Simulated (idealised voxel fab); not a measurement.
process module | voxel tone inversion
Square cells of 5 nm make up the cross-section cut, whose width is 175 nm.
The cross-sections in this document take the form of a grid made of square cells. They are written out as bands, in order from top to bottom. Each band consists of one or more rows of cells.
Per band: top height and bottom height in nm, followed by the left-to-right materials and their widths in nm; "all across" marks a single material spanning edge to edge, "blank" marks empty space.
Height datum 0, below which the as-received substrate wafer is one material. Lowest band open at the bottom, running downward: "0 and below".
Think of "30 to 40" as a width that walks from the first number to the second as you go down the band, top row to bottom row, taking equal-sized steps from row to row.
"nothing was modified", as given for a step, is the statement that not any cell of the cross-section underwent a change during that step.
Closed-off voids of 8+ cells (no open route to the top) go in "Entrapped voids", written width x height at distance from the left edge, in nm.
Whatever follows a step's settings on its line is a remark the simulator itself makes about that step.
When a step includes a mask, the "overlay nm" setting on its line states how far to the right of its planned place that mask lay, and negative values state how far to the left.
THE PROCESS STEPS THAT WERE PLANNED ARE LISTED BELOW
1) op RECEIVE | material Si
2) op CONFORMAL_DEP | material SiCN | thk nm 5
3) op DIRECTIONAL_DEP | material aC | thk nm 25
4) op PATTERN | tone cover | mask id POSTS | material resist | width nm 20 | pitch nm 40 | thk nm 30 | overlay nm 0
5) op DIRECTIONAL_ETCH | etch materials aC | depth nm 25
6) op STRIP | etch materials resist
7) op FILL_DEP | material lowk | thk nm 5
8) op CMP | height nm 30
9) op STRIP | etch materials aC
SO THIS IS THE INCOMING WAFER IN CROSS-SECTION - IT'S ALREADY BEEN THROUGH STEP 1
	0 and below  Si all across
	Entrapped voids: none
THE MODULE WAS RUN FROM THE START SHOWN ABOVE USING THE PLAN SHOWN ABOVE, BUT ONE MISTAKE WAS MADE DOING IT; THE RESULTING WAFER CROSS-SECTION IS BELOW
	30 down to 25  lowk all across
	25 down to 0  55 of lowk  20 of aC  20 of lowk  20 of aC  60 of lowk
	0 and below  Si all across
	Entrapped voids: none
what went wrong: plan step 2 was not performed, having been skipped
